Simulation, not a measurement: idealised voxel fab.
process module | voxel released beams
cross-section cut | 300 nm wide | cells 5 nm
A cross-section is a grid of square cells, given in bands from the top down. A band is one or more rows of cells.
Each band's line starts with the height of the band's top and of its bottom, in nm. Then come its materials from left to right, each with its width in nm. One material with "throughout" fills the band from edge to edge. "air" is empty space.
Height 0 is the level under which the wafer as received is all one material. The lowest band goes on downwards, as in "0 down".
A width such as "30 to 40" changes by the same amount from each row of cells to the next, from the band's top row to its bottom row.
"no change" after a step means that no cell of the cross-section changed.
closed voids: empty space of 8 cells or more with no open way to the top, each as width x height at its distance from the left edge, in nm
after a step's settings: what the simulator itself notes on the step
overlay nm, on a step with a mask: how far to the right of its planned place the mask lay; to the left if negative
plan
1 op RECEIVE | material Si
2 op CONFORMAL_DEP | material SiN | thk nm 5
3 op DIRECTIONAL_DEP | material SiO2 | thk nm 10
4 op DIRECTIONAL_DEP | material aC | thk nm 10
5 op PATTERN | tone open | mask id ANCHOR | material resist | width nm 40 | thk nm 25 | overlay nm 0
6 op DIRECTIONAL_ETCH | etch materials aC | depth nm 10
7 op STRIP | etch materials resist
8 op DIRECTIONAL_ETCH | etch materials SiO2 | depth nm 10
9 op STRIP | etch materials aC
10 op CONFORMAL_DEP | material W | thk nm 15
11 op DIRECTIONAL_DEP | material aC | thk nm 15
12 op PATTERN | tone cover | mask id BEAM | material resist | width nm 90 | thk nm 30 | overlay nm 0
13 op DIRECTIONAL_ETCH | etch materials aC | depth nm 15
14 op STRIP | etch materials resist
15 op DIRECTIONAL_ETCH | etch materials W | depth nm 15
16 op STRIP | etch materials aC
17 op STRIP | etch materials SiO2
as received, after step 1
  0 down: Si throughout
  closed voids: none
a wafer at the end: this start, this plan, one mistake
  30 to 15: air 100 | W 90 | air 110
  15 to 10: SiN throughout
  10 to 0: SiO2 throughout
  0 down: Si throughout
  closed voids: none
what went wrong: steps 2 and 3 were swapped
